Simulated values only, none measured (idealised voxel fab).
The following is a process module called voxel wiring stack.
Square cell edge 5 nm, section width 200 nm, ID cut.
Just so we're on the same page, the cross-sections are grids of square cells, and they're listed out in bands top to bottom, each band one or more rows deep.
Basically the band line says how high the top is and how high the bottom is, in nm, and then what's in it from left to right, every material with its width in nm. Empty space shows up as "air", and if a single material carries "edge to edge" it runs the full band edge to edge.
Convention: height 0 is the level below which the wafer, as received, is all one material. The lowest band does not terminate at the bottom but continues downward, represented as "0..down".
Read "30..40" as a graded width: first number on top, second number at the bottom, same change between each pair of neighbouring rows.
"no change occurred" after a step means that no cell of the cross-section changed.
"Enclosed void listing" contains a list of empty spaces, each no smaller than 8 cells and without an open way to the top, written in the form width x height at distance with the distance from the left edge and all three in nm.
Text after the settings on a step's line: the simulator's own remark on that step.
Regarding "overlay nm": on a step with a mask, it is the distance the mask lay to the right of its planned place; a negative value places it to the left.
How should the pairs below be read? Each gives the cross-section before one process step and the cross-section after it, the latter drawn only to the lowest band that changed; the step that lies between them, with its settings, appears under the pair. Does a pair pick up where the pair above left off? Only where its entry headed "Before processing step" says so, since pairs can come from different runs of this module on the same starting wafer.
**Before processing step**
> 75..60 | 60 nm lowk  25 nm air  30 nm lowk  25 nm air  60 nm lowk
> 60..50 | lowk edge to edge
> 50..45 | SiCN edge to edge
> 45..40 | 55 nm SiCN  35 nm Ru  20 nm SiCN  35 nm Ru  55 nm SiCN
> 40..25 | 60 nm SiO2  5 nm TiN  15 nm W  5 nm TiN  30 nm SiO2  5 nm TiN  15 nm W  5 nm TiN  60 nm SiO2
> 25..20 | 60 nm SiN  25 nm TiN  30 nm SiN  25 nm TiN  60 nm SiN
> 20..10 | SiN edge to edge
> 10..0 | SiO2 edge to edge
> 0..down | Si edge to edge
> Enclosed void listing: none
**Section After Processing**
> 75..60 | 60 nm lowk  25 nm air  30 nm lowk  25 nm air  60 nm lowk
> 60..50 | 60 nm lowk  15 nm air  40 nm lowk  15 nm air  70 nm lowk
> Under the height 50 nothing was changed.
> Enclosed void listing: none
Between before and after as drawn above: MASKED_ETCH,tone open,mask id METAL_2_HOLES,width nm 15,pitch nm 55,etch materials lowk,depth nm 10,overlay nm 0
Before processing step: it's just the after picture from the pair right above this one.
**Section After Processing**
> 75..60 | 60 nm lowk  25 nm air  30 nm lowk  25 nm air  60 nm lowk
> 60..50 | 60 nm lowk  15 nm air  40 nm lowk  15 nm air  70 nm lowk
> 50..45 | 60 nm SiCN  15 nm air  40 nm SiCN  15 nm air  70 nm SiCN
> Under the height 45 nothing was changed.
> Enclosed void listing: none
Between before and after as drawn above: MASKED_ETCH,tone open,mask id METAL_2_HOLES,width nm 15,pitch nm 55,etch materials SiCN,depth nm 5,overlay nm 0
Before processing step: it's just the after picture from the pair right above this one.
**Section After Processing**
> 80..75 | 65 nm TiN  15 nm air  40 nm TiN  15 nm air  65 nm TiN
> 75..65 | 60 nm lowk  5 nm TiN  15 nm air  5 nm TiN  30 nm lowk  5 nm TiN  15 nm air  5 nm TiN  60 nm lowk
> 65..60 | 60 nm lowk  5 nm TiN  5 nm air  15 nm TiN  30 nm lowk  5 nm TiN  5 nm air  15 nm TiN  60 nm lowk
> 60..50 | 60 nm lowk  5 nm TiN  5 nm air  5 nm TiN  40 nm lowk  5 nm TiN  5 nm air  5 nm TiN  70 nm lowk
> 50..45 | 60 nm SiCN  15 nm TiN  40 nm SiCN  15 nm TiN  70 nm SiCN
> Under the height 45 nothing was changed.
> Enclosed void listing: none
Between before and after as drawn above: CONFORMAL_DEP,material TiN,thk nm 5
Before processing step: it's just the after picture from the pair right above this one.
**Section After Processing**
> 85..80 | Cu edge to edge
> 80..75 | 65 nm TiN  15 nm Cu  40 nm TiN  15 nm Cu  65 nm TiN
> 75..65 | 60 nm lowk  5 nm TiN  15 nm Cu  5 nm TiN  30 nm lowk  5 nm TiN  15 nm Cu  5 nm TiN  60 nm lowk
> 65..60 | 60 nm lowk  5 nm TiN  5 nm Cu  15 nm TiN  30 nm lowk  5 nm TiN  5 nm Cu  15 nm TiN  60 nm lowk
> 60..50 | 60 nm lowk  5 nm TiN  5 nm Cu  5 nm TiN  40 nm lowk  5 nm TiN  5 nm Cu  5 nm TiN  70 nm lowk
> Under the height 50 nothing was changed.
> Enclosed void listing: none
Between before and after as drawn above: FILL_DEP,material Cu,thk nm 5
Before processing step: it's just the after picture from the pair right above this one.
**Section After Processing**
> 75..65 | 60 nm lowk  5 nm TiN  15 nm Cu  5 nm TiN  30 nm lowk  5 nm TiN  15 nm Cu  5 nm TiN  60 nm lowk
> Under the height 65 nothing was changed.
> Enclosed void listing: none
Between before and after as drawn above: CMP,height nm 75
Before processing step: it's just the after picture from the pair right above this one.
**Section After Processing**
> 80..75 | SiN edge to edge
> Under the height 75 nothing was changed.
> Enclosed void listing: none
Between before and after as drawn above: CONFORMAL_DEP,material SiN,thk nm 5
**Before processing step**
> 40..15 | SiO2 edge to edge
> 15..10 | SiN edge to edge
> 10..0 | SiO2 edge to edge
> 0..down | Si edge to edge
> Enclosed void listing: none
**Section After Processing**
> 40..15 | 65 nm SiO2  15 nm air  40 nm SiO2  15 nm air  65 nm SiO2
> Under the height 15 nothing was changed.
> Enclosed void listing: none
Between before and after as drawn above: MASKED_ETCH,tone open,mask id METAL_1,width nm 15,pitch nm 55,etch materials SiO2,depth nm 25,overlay nm 0
Before processing step: it's just the after picture from the pair right above this one.
**Section After Processing**
> 40..15 | 65 nm SiO2  15 nm air  40 nm SiO2  15 nm air  65 nm SiO2
> 15..10 | 65 nm SiN  15 nm air  40 nm SiN  15 nm air  65 nm SiN
> Under the height 10 nothing was changed.
> Enclosed void listing: none
Between before and after as drawn above: MASKED_ETCH,tone open,mask id METAL_1,width nm 25,pitch nm 55,etch materials SiN,depth nm 5,overlay nm 0
Before processing step: it's just the after picture from the pair right above this one.
**Section After Processing**
> 45..40 | 70 nm TiN  5 nm air  50 nm TiN  5 nm air  70 nm TiN
> 40..15 | 65 nm SiO2  5 nm TiN  5 nm air  5 nm TiN  40 nm SiO2  5 nm TiN  5 nm air  5 nm TiN  65 nm SiO2
> 15..10 | 65 nm SiN  15 nm TiN  40 nm SiN  15 nm TiN  65 nm SiN
> Under the height 10 nothing was changed.
> Enclosed void listing: none
Between before and after as drawn above: CONFORMAL_DEP,material TiN,thk nm 5
Before processing step: it's just the after picture from the pair right above this one.
**Section After Processing**
> 50..45 | W edge to edge
> 45..40 | 70 nm TiN  5 nm W  50 nm TiN  5 nm W  70 nm TiN
> 40..15 | 65 nm SiO2  5 nm TiN  5 nm W  5 nm TiN  40 nm SiO2  5 nm TiN  5 nm W  5 nm TiN  65 nm SiO2
> Under the height 15 nothing was changed.
> Enclosed void listing: none
Between before and after as drawn above: FILL_DEP,material W,thk nm 5
Before processing step: it's just the after picture from the pair right above this one.
**Section After Processing**
> 40..15 | 65 nm SiO2  5 nm TiN  5 nm W  5 nm TiN  40 nm SiO2  5 nm TiN  5 nm W  5 nm TiN  65 nm SiO2
> Under the height 15 nothing was changed.
> Enclosed void listing: none
Between before and after as drawn above: CMP,height nm 40
Before processing step: it's just the after picture from the pair right above this one.
**Section After Processing**
> 45..40 | 60 nm air  25 nm Ru  30 nm air  25 nm Ru  60 nm air
> Under the height 40 nothing was changed.
> Enclosed void listing: none
Between before and after as drawn above: EPI,material Ru,thk nm 5
Before processing step: it's just the after picture from the pair right above this one.
**Section After Processing**
> 50..45 | SiCN edge to edge
> 45..40 | 60 nm SiCN  25 nm Ru  30 nm SiCN  25 nm Ru  60 nm SiCN
> Under the height 40 nothing was changed.
> Enclosed void listing: none
Between before and after as drawn above: FILL_DEP,material SiCN,thk nm 5
Before processing step: it's just the after picture from the pair right above this one.
**Section After Processing**
> 75..50 | lowk edge to edge
> Under the height 50 nothing was changed.
> Enclosed void listing: none
Between before and after as drawn above: DIRECTIONAL_DEP,material lowk,thk nm 25
Before processing step: it's just the after picture from the pair right above this one.
**Section After Processing**
> 90..75 | 60 nm resist  25 nm air  30 nm resist  25 nm air  60 nm resist
> Under the height 75 nothing was changed.
> Enclosed void listing: none
Between before and after as drawn above: PATTERN,tone open,mask id METAL_2,material resist,width nm 25,pitch nm 55,thk nm 15,overlay nm 0
Before processing step: it's just the after picture from the pair right above this one.
**Section After Processing**
> 90..75 | 60 nm resist  25 nm air  30 nm resist  25 nm air  60 nm resist
> 75..60 | 60 nm lowk  25 nm air  30 nm lowk  25 nm air  60 nm lowk
> Under the height 60 nothing was changed.
> Enclosed void listing: none
Between before and after as drawn above: DIRECTIONAL_ETCH,etch materials lowk,depth nm 15
Before processing step: it's just the after picture from the pair right above this one.
**Section After Processing**
> 75..60 | 60 nm lowk  25 nm air  30 nm lowk  25 nm air  60 nm lowk
> Under the height 60 nothing was changed.
> Enclosed void listing: none
Between before and after as drawn above: STRIP,etch materials resist
Before processing step: it's just the after picture from the pair right above this one.
**Section After Processing**
> 75..60 | 60 nm lowk  25 nm air  30 nm lowk  25 nm air  60 nm lowk
> 60..50 | 60 nm lowk  15 nm air  40 nm lowk  15 nm air  70 nm lowk
> Under the height 50 nothing was changed.
> Enclosed void listing: none
Between before and after as drawn above: MASKED_ETCH,tone open,mask id METAL_2_HOLES,width nm 15,pitch nm 55,etch materials lowk,depth nm 10,overlay nm 0
Before processing step: it's just the after picture from the pair right above this one.
**Section After Processing**
> 75..60 | 60 nm lowk  25 nm air  30 nm lowk  25 nm air  60 nm lowk
> 60..50 | 60 nm lowk  15 nm air  40 nm lowk  15 nm air  70 nm lowk
> 50..45 | 60 nm SiCN  15 nm air  40 nm SiCN  15 nm air  70 nm SiCN
> Under the height 45 nothing was changed.
> Enclosed void listing: none
Between before and after as drawn above: MASKED_ETCH,tone open,mask id METAL_2_HOLES,width nm 15,pitch nm 55,etch materials SiCN,depth nm 5,overlay nm 0
Before processing step: it's just the after picture from the pair right above this one.
**Section After Processing**
> 80..75 | 65 nm TiN  15 nm air  40 nm TiN  15 nm air  65 nm TiN
> 75..65 | 60 nm lowk  5 nm TiN  15 nm air  5 nm TiN  30 nm lowk  5 nm TiN  15 nm air  5 nm TiN  60 nm lowk
> 65..60 | 60 nm lowk  5 nm TiN  5 nm air  15 nm TiN  30 nm lowk  5 nm TiN  5 nm air  15 nm TiN  60 nm lowk
> 60..50 | 60 nm lowk  5 nm TiN  5 nm air  5 nm TiN  40 nm lowk  5 nm TiN  5 nm air  5 nm TiN  70 nm lowk
> 50..45 | 60 nm SiCN  15 nm TiN  40 nm SiCN  15 nm TiN  70 nm SiCN
> Under the height 45 nothing was changed.
> Enclosed void listing: none
Between before and after as drawn above: CONFORMAL_DEP,material TiN,thk nm 5
Before processing step: it's just the after picture from the pair right above this one.
**Section After Processing**
> 85..80 | Cu edge to edge
> 80..75 | 65 nm TiN  15 nm Cu  40 nm TiN  15 nm Cu  65 nm TiN
> 75..65 | 60 nm lowk  5 nm TiN  15 nm Cu  5 nm TiN  30 nm lowk  5 nm TiN  15 nm Cu  5 nm TiN  60 nm lowk
> 65..60 | 60 nm lowk  5 nm TiN  5 nm Cu  15 nm TiN  30 nm lowk  5 nm TiN  5 nm Cu  15 nm TiN  60 nm lowk
> 60..50 | 60 nm lowk  5 nm TiN  5 nm Cu  5 nm TiN  40 nm lowk  5 nm TiN  5 nm Cu  5 nm TiN  70 nm lowk
> Under the height 50 nothing was changed.
> Enclosed void listing: none
Between before and after as drawn above: FILL_DEP,material Cu,thk nm 5
Before processing step: it's just the after picture from the pair right above this one.
**Section After Processing**
> 75..65 | 60 nm lowk  5 nm TiN  15 nm Cu  5 nm TiN  30 nm lowk  5 nm TiN  15 nm Cu  5 nm TiN  60 nm lowk
> Under the height 65 nothing was changed.
> Enclosed void listing: none
Between before and after as drawn above: CMP,height nm 75
Before processing step: it's just the after picture from the pair right above this one.
**Section After Processing**
> 80..75 | SiN edge to edge
> Under the height 75 nothing was changed.
> Enclosed void listing: none
Between before and after as drawn above: CONFORMAL_DEP,material SiN,thk nm 5
**Before processing step**
> 75..50 | lowk edge to edge
> 50..45 | SiCN edge to edge
> 45..40 | 55 nm SiCN  35 nm Ru  20 nm SiCN  35 nm Ru  55 nm SiCN
> 40..15 | 60 nm SiO2  5 nm TiN  15 nm W  5 nm TiN  30 nm SiO2  5 nm TiN  15 nm W  5 nm TiN  60 nm SiO2
> 15..10 | 60 nm SiN  25 nm TiN  30 nm SiN  25 nm TiN  60 nm SiN
> 10..0 | SiO2 edge to edge
> 0..down | Si edge to edge
> Enclosed void listing: none
**Section After Processing**
> 90..75 | 55 nm resist  25 nm air  30 nm resist  25 nm air  65 nm resist
> Under the height 75 nothing was changed.
> Enclosed void listing: none
Between before and after as drawn above: PATTERN,tone open,mask id METAL_2,material resist,width nm 25,pitch nm 55,thk nm 15,overlay nm -5
Before processing step: it's just the after picture from the pair right above this one.
**Section After Processing**
> 90..75 | 55 nm resist  25 nm air  30 nm resist  25 nm air  65 nm resist
> 75..60 | 55 nm lowk  25 nm air  30 nm lowk  25 nm air  65 nm lowk
> Under the height 60 nothing was changed.
> Enclosed void listing: none
Between before and after as drawn above: DIRECTIONAL_ETCH,etch materials lowk,depth nm 15
Before processing step: it's just the after picture from the pair right above this one.
**Section After Processing**
> 75..60 | 55 nm lowk  25 nm air  30 nm lowk  25 nm air  65 nm lowk
> Under the height 60 nothing was changed.
> Enclosed void listing: none
Between before and after as drawn above: STRIP,etch materials resist
Before processing step: it's just the after picture from the pair right above this one.
**Section After Processing**
> 75..60 | 55 nm lowk  25 nm air  30 nm lowk  25 nm air  65 nm lowk
> 60..50 | 60 nm lowk  15 nm air  40 nm lowk  15 nm air  70 nm lowk
> Under the height 50 nothing was changed.
> Enclosed void listing: none
Between before and after as drawn above: MASKED_ETCH,tone open,mask id METAL_2_HOLES,width nm 15,pitch nm 55,etch materials lowk,depth nm 10,overlay nm 0
Before processing step: it's just the after picture from the pair right above this one.
**Section After Processing**
> 75..60 | 55 nm lowk  25 nm air  30 nm lowk  25 nm air  65 nm lowk
> 60..50 | 60 nm lowk  15 nm air  40 nm lowk  15 nm air  70 nm lowk
> 50..45 | 60 nm SiCN  15 nm air  40 nm SiCN  15 nm air  70 nm SiCN
> Under the height 45 nothing was changed.
> Enclosed void listing: none
Between before and after as drawn above: MASKED_ETCH,tone open,mask id METAL_2_HOLES,width nm 15,pitch nm 55,etch materials SiCN,depth nm 5,overlay nm 0
Before processing step: it's just the after picture from the pair right above this one.
**Section After Processing**
> 80..75 | 60 nm TiN  15 nm air  40 nm TiN  15 nm air  70 nm TiN
> 75..65 | 55 nm lowk  5 nm TiN  15 nm air  5 nm TiN  30 nm lowk  5 nm TiN  15 nm air  5 nm TiN  65 nm lowk
> 65..60 | 55 nm lowk  10 nm TiN  5 nm air  10 nm TiN  30 nm lowk  10 nm TiN  5 nm air  10 nm TiN  65 nm lowk
> 60..50 | 60 nm lowk  5 nm TiN  5 nm air  5 nm TiN  40 nm lowk  5 nm TiN  5 nm air  5 nm TiN  70 nm lowk
> 50..45 | 60 nm SiCN  15 nm TiN  40 nm SiCN  15 nm TiN  70 nm SiCN
> Under the height 45 nothing was changed.
> Enclosed void listing: none
Between before and after as drawn above: CONFORMAL_DEP,material TiN,thk nm 5
Before processing step: it's just the after picture from the pair right above this one.
**Section After Processing**
> 85..80 | Cu edge to edge
> 80..75 | 60 nm TiN  15 nm Cu  40 nm TiN  15 nm Cu  70 nm TiN
> 75..65 | 55 nm lowk  5 nm TiN  15 nm Cu  5 nm TiN  30 nm lowk  5 nm TiN  15 nm Cu  5 nm TiN  65 nm lowk
> 65..60 | 55 nm lowk  10 nm TiN  5 nm Cu  10 nm TiN  30 nm lowk  10 nm TiN  5 nm Cu  10 nm TiN  65 nm lowk
> 60..50 | 60 nm lowk  5 nm TiN  5 nm Cu  5 nm TiN  40 nm lowk  5 nm TiN  5 nm Cu  5 nm TiN  70 nm lowk
> Under the height 50 nothing was changed.
> Enclosed void listing: none
Between before and after as drawn above: FILL_DEP,material Cu,thk nm 5
Before processing step: it's just the after picture from the pair right above this one.
**Section After Processing**
> 75..65 | 55 nm lowk  5 nm TiN  15 nm Cu  5 nm TiN  30 nm lowk  5 nm TiN  15 nm Cu  5 nm TiN  65 nm lowk
> Under the height 65 nothing was changed.
> Enclosed void listing: none
Between before and after as drawn above: CMP,height nm 75
Before processing step: it's just the after picture from the pair right above this one.
**Section After Processing**
> 80..75 | SiN edge to edge
> Under the height 75 nothing was changed.
> Enclosed void listing: none
Between before and after as drawn above: CONFORMAL_DEP,material SiN,thk nm 5
**Before processing step**
> 0..down | Si edge to edge
> Enclosed void listing: none
**Section After Processing**
> 10..0 | Ru edge to edge
> Under the height 0 nothing was changed.
> Enclosed void listing: none
Between before and after as drawn above: CONFORMAL_DEP,material Ru,thk nm 10
Before processing step: it's just the after picture from the pair right above this one.
**Section After Processing**
> 15..10 | SiN edge to edge
> Under the height 10 nothing was changed.
> Enclosed void listing: none
Between before and after as drawn above: CONFORMAL_DEP,material SiN,thk nm 5
Before processing step: it's just the after picture from the pair right above this one.
**Section After Processing**
> 40..15 | SiO2 edge to edge
> Under the height 15 nothing was changed.
> Enclosed void listing: none
Between before and after as drawn above: DIRECTIONAL_DEP,material SiO2,thk nm 25
Before processing step: it's just the after picture from the pair right above this one.
**Section After Processing**
> 40..15 | 60 nm SiO2  25 nm air  30 nm SiO2  25 nm air  60 nm SiO2
> Under the height 15 nothing was changed.
> Enclosed void listing: none
Between before and after as drawn above: MASKED_ETCH,tone open,mask id METAL_1,width nm 25,pitch nm 55,etch materials SiO2,depth nm 25,overlay nm 0
Before processing step: it's just the after picture from the pair right above this one.
**Section After Processing**
> 40..15 | 60 nm SiO2  25 nm air  30 nm SiO2  25 nm air  60 nm SiO2
> 15..10 | 60 nm SiN  25 nm air  30 nm SiN  25 nm air  60 nm SiN
> Under the height 10 nothing was changed.
> Enclosed void listing: none
Between before and after as drawn above: MASKED_ETCH,tone open,mask id METAL_1,width nm 25,pitch nm 55,etch materials SiN,depth nm 5,overlay nm 0
Before processing step: it's just the after picture from the pair right above this one.
**Section After Processing**
> 45..40 | 65 nm TiN  15 nm air  40 nm TiN  15 nm air  65 nm TiN
> 40..15 | 60 nm SiO2  5 nm TiN  15 nm air  5 nm TiN  30 nm SiO2  5 nm TiN  15 nm air  5 nm TiN  60 nm SiO2
> 15..10 | 60 nm SiN  25 nm TiN  30 nm SiN  25 nm TiN  60 nm SiN
> Under the height 10 nothing was changed.
> Enclosed void listing: none
Between before and after as drawn above: CONFORMAL_DEP,material TiN,thk nm 5
Before processing step: it's just the after picture from the pair right above this one.
**Section After Processing**
> 50..45 | W edge to edge
> 45..40 | 65 nm TiN  15 nm W  40 nm TiN  15 nm W  65 nm TiN
> 40..15 | 60 nm SiO2  5 nm TiN  15 nm W  5 nm TiN  30 nm SiO2  5 nm TiN  15 nm W  5 nm TiN  60 nm SiO2
> Under the height 15 nothing was changed.
> Enclosed void listing: none
Between before and after as drawn above: FILL_DEP,material W,thk nm 5
Before processing step: it's just the after picture from the pair right above this one.
**Section After Processing**
> 40..15 | 60 nm SiO2  5 nm TiN  15 nm W  5 nm TiN  30 nm SiO2  5 nm TiN  15 nm W  5 nm TiN  60 nm SiO2
> Under the height 15 nothing was changed.
> Enclosed void listing: none
Between before and after as drawn above: CMP,height nm 40
Before processing step: it's just the after picture from the pair right above this one.
**Section After Processing**
> 45..40 | 55 nm air  35 nm Ru  20 nm air  35 nm Ru  55 nm air
> Under the height 40 nothing was changed.
> Enclosed void listing: none
Between before and after as drawn above: EPI,material Ru,thk nm 5
Before processing step: it's just the after picture from the pair right above this one.
**Section After Processing**
> 50..45 | SiCN edge to edge
> 45..40 | 55 nm SiCN  35 nm Ru  20 nm SiCN  35 nm Ru  55 nm SiCN
> Under the height 40 nothing was changed.
> Enclosed void listing: none
Between before and after as drawn above: FILL_DEP,material SiCN,thk nm 5
Before processing step: it's just the after picture from the pair right above this one.
**Section After Processing**
> 75..50 | lowk edge to edge
> Under the height 50 nothing was changed.
> Enclosed void listing: none
Between before and after as drawn above: DIRECTIONAL_DEP,material lowk,thk nm 25
Before processing step: it's just the after picture from the pair right above this one.
**Section After Processing**
> 90..75 | 60 nm resist  25 nm air  30 nm resist  25 nm air  60 nm resist
> Under the height 75 nothing was changed.
> Enclosed void listing: none
Between before and after as drawn above: PATTERN,tone open,mask id METAL_2,material resist,width nm 25,pitch nm 55,thk nm 15,overlay nm 0
Before processing step: it's just the after picture from the pair right above this one.
**Section After Processing**
> 90..75 | 60 nm resist  25 nm air  30 nm resist  25 nm air  60 nm resist
> 75..60 | 60 nm lowk  25 nm air  30 nm lowk  25 nm air  60 nm lowk
> Under the height 60 nothing was changed.
> Enclosed void listing: none
Between before and after as drawn above: DIRECTIONAL_ETCH,etch materials lowk,depth nm 15
Before processing step: it's just the after picture from the pair right above this one.
**Section After Processing**
> 75..60 | 60 nm lowk  25 nm air  30 nm lowk  25 nm air  60 nm lowk
> Under the height 60 nothing was changed.
> Enclosed void listing: none
Between before and after as drawn above: STRIP,etch materials resist
Before processing step: it's just the after picture from the pair right above this one.
**Section After Processing**
> 75..60 | 60 nm lowk  25 nm air  30 nm lowk  25 nm air  60 nm lowk
> 60..50 | 60 nm lowk  15 nm air  40 nm lowk  15 nm air  70 nm lowk
> Under the height 50 nothing was changed.
> Enclosed void listing: none
Between before and after as drawn above: MASKED_ETCH,tone open,mask id METAL_2_HOLES,width nm 15,pitch nm 55,etch materials lowk,depth nm 10,overlay nm 0
Before processing step: it's just the after picture from the pair right above this one.
**Section After Processing**
> 75..60 | 60 nm lowk  25 nm air  30 nm lowk  25 nm air  60 nm lowk
> 60..50 | 60 nm lowk  15 nm air  40 nm lowk  15 nm air  70 nm lowk
> 50..45 | 60 nm SiCN  15 nm air  40 nm SiCN  15 nm air  70 nm SiCN
> Under the height 45 nothing was changed.
> Enclosed void listing: none
Between before and after as drawn above: MASKED_ETCH,tone open,mask id METAL_2_HOLES,width nm 15,pitch nm 55,etch materials SiCN,depth nm 5,overlay nm 0
Before processing step: it's just the after picture from the pair right above this one.
**Section After Processing**
> 80..75 | 65 nm TiN  15 nm air  40 nm TiN  15 nm air  65 nm TiN
> 75..65 | 60 nm lowk  5 nm TiN  15 nm air  5 nm TiN  30 nm lowk  5 nm TiN  15 nm air  5 nm TiN  60 nm lowk
> 65..60 | 60 nm lowk  5 nm TiN  5 nm air  15 nm TiN  30 nm lowk  5 nm TiN  5 nm air  15 nm TiN  60 nm lowk
> 60..50 | 60 nm lowk  5 nm TiN  5 nm air  5 nm TiN  40 nm lowk  5 nm TiN  5 nm air  5 nm TiN  70 nm lowk
> 50..45 | 60 nm SiCN  15 nm TiN  40 nm SiCN  15 nm TiN  70 nm SiCN
> Under the height 45 nothing was changed.
> Enclosed void listing: none
Between before and after as drawn above: CONFORMAL_DEP,material TiN,thk nm 5
Before processing step: it's just the after picture from the pair right above this one.
**Section After Processing**
> 85..80 | Cu edge to edge
> 80..75 | 65 nm TiN  15 nm Cu  40 nm TiN  15 nm Cu  65 nm TiN
> 75..65 | 60 nm lowk  5 nm TiN  15 nm Cu  5 nm TiN  30 nm lowk  5 nm TiN  15 nm Cu  5 nm TiN  60 nm lowk
> 65..60 | 60 nm lowk  5 nm TiN  5 nm Cu  15 nm TiN  30 nm lowk  5 nm TiN  5 nm Cu  15 nm TiN  60 nm lowk
> 60..50 | 60 nm lowk  5 nm TiN  5 nm Cu  5 nm TiN  40 nm lowk  5 nm TiN  5 nm Cu  5 nm TiN  70 nm lowk
> Under the height 50 nothing was changed.
> Enclosed void listing: none
Between before and after as drawn above: FILL_DEP,material Cu,thk nm 5
Before processing step: it's just the after picture from the pair right above this one.
**Section After Processing**
> 75..65 | 60 nm lowk  5 nm TiN  15 nm Cu  5 nm TiN  30 nm lowk  5 nm TiN  15 nm Cu  5 nm TiN  60 nm lowk
> Under the height 65 nothing was changed.
> Enclosed void listing: none
Between before and after as drawn above: CMP,height nm 75
Before processing step: it's just the after picture from the pair right above this one.
**Section After Processing**
> 80..75 | SiN edge to edge
> Under the height 75 nothing was changed.
> Enclosed void listing: none
Between before and after as drawn above: CONFORMAL_DEP,material SiN,thk nm 5
**Before processing step**
> 75..60 | 60 nm lowk  25 nm air  30 nm lowk  25 nm air  60 nm lowk
> 60..50 | lowk edge to edge
> 50..45 | SiCN edge to edge
> 45..40 | 55 nm SiCN  35 nm Ru  20 nm SiCN  35 nm Ru  55 nm SiCN
> 40..15 | 60 nm SiO2  5 nm TiN  15 nm W  5 nm TiN  30 nm SiO2  5 nm TiN  15 nm W  5 nm TiN  60 nm SiO2
> 15..10 | 60 nm SiN  25 nm TiN  30 nm SiN  25 nm TiN  60 nm SiN
> 10..0 | SiO2 edge to edge
> 0..down | Si edge to edge
> Enclosed void listing: none
**Section After Processing**
> 65..60 | 60 nm lowk  25 nm air  30 nm lowk  25 nm air  60 nm lowk
> 60..50 | 75 nm lowk  10 nm air  45 nm lowk  10 nm air  60 nm lowk
> Under the height 50 nothing was changed.
> Enclosed void listing: none
Between before and after as drawn above: MASKED_ETCH,tone cover,mask id METAL_2_HOLES,width nm 15,pitch nm 55,etch materials lowk,depth nm 10,overlay nm 0
Before processing step: it's just the after picture from the pair right above this one.
**Section After Processing**
> 70..65 | 65 nm TiN  15 nm air  40 nm TiN  15 nm air  65 nm TiN
> 65..60 | 60 nm lowk  25 nm TiN  30 nm lowk  25 nm TiN  60 nm lowk
> 60..50 | 75 nm lowk  10 nm TiN  45 nm lowk  10 nm TiN  60 nm lowk
> Under the height 50 nothing was changed.
> Enclosed void listing: none
Between before and after as drawn above: CONFORMAL_DEP,material TiN,thk nm 5
Before processing step: it's just the after picture from the pair right above this one.
**Section After Processing**
> 75..70 | Cu edge to edge
> 70..65 | 65 nm TiN  15 nm Cu  40 nm TiN  15 nm Cu  65 nm TiN
> Under the height 65 nothing was changed.
> Enclosed void listing: none
Between before and after as drawn above: FILL_DEP,material Cu,thk nm 5
Before processing step: it's just the after picture from the pair right above this one.
**Section After Processing**
> 80..75 | SiN edge to edge
> Under the height 75 nothing was changed.
> Enclosed void listing: none
Between before and after as drawn above: CONFORMAL_DEP,material SiN,thk nm 5
